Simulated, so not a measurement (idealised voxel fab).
Process module, titled voxel double patterning
The cross-section shown here is cut; it is 275 nm wide and divided into square cells measuring 5 nm on a side.
In this document a cross-section is written as a grid of square cells. It is given as a series of bands, listed from the top down, and a band is one or more rows of cells.
This entry defines a band. It first specifies the height of the band's top and the height of its bottom in nm, and then specifies the band's materials from left to right, stating each material with its width in nm. The word "everywhere" identifies a single material that fills the band from edge to edge, while the word "blank" identifies empty space.
Heights are reckoned from 0. Under this level, the received wafer is all of one material. The bottommost band is open-ended downward, for example "from 0 down".
Top row gets the first number, bottom row gets the second, and each row in between changes by the same step: that is how a band width like "30->40" works.
"nothing altered" (step): cross-section cells unchanged, all of them.
"Tabulated closed voids" contains a list of empty spaces, each no smaller than 8 cells and without an open way to the top, written in the form width x height at distance with the distance from the left edge and all three in nm.
Anything after a step's settings on that line? It's the simulator's own note about the step.
The setting "overlay nm" may be written on the line of a step. When the step uses a mask, the value reports how far to the right of the planned place the mask lay, and a negative value reports that it lay to the left.
Process steps foreseen in the plan
1) RECEIVE, material Si
2) CONFORMAL_DEP, material SiO2, thk nm 10
3) DIRECTIONAL_DEP, material W, thk nm 15
4) DIRECTIONAL_DEP, material SiCN, thk nm 5
5) PATTERN, tone open, mask id FIRST, material resist, width nm 15, pitch nm 50, thk nm 15, overlay nm 0
6) DIRECTIONAL_ETCH, etch materials SiCN, depth nm 5
7) STRIP, etch materials resist
8) PATTERN, tone open, mask id SECOND, material resist, width nm 15, pitch nm 50, thk nm 15, overlay nm 0
9) DIRECTIONAL_ETCH, etch materials SiCN, depth nm 5
10) STRIP, etch materials resist
11) DIRECTIONAL_ETCH, etch materials W, depth nm 15
12) STRIP, etch materials SiCN
As-received wafer cross-section (after step 1)
from 0 down | Si everywhere
Tabulated closed voids: none
Post-module cross-section of the first of two wafers (run per plan)
from 25 to 10 | W: 80 | blank: 15 | W: 10 | blank: 15 | W: 10 | blank: 15 | W: 10 | blank: 15 | W: 10 | blank: 15 | W: 80
from 10 to 0 | SiO2 everywhere
from 0 down | Si everywhere
Tabulated closed voids: none
End-of-module cross-section of the second wafer: identical starting point and process plan to the first, with one processing mistake
from 15 to 10 | W everywhere
from 10 to 0 | SiO2 everywhere
from 0 down | Si everywhere
Tabulated closed voids: none
Diagnosis: it should be noted that step 4 was executed with settings other than those planned, the operation and settings actually applied being DIRECTIONAL_DEP, material W, thk nm 5
Final tally in cells, some materials are higher or lower on the second wafer than on the first: W: 65 fewer
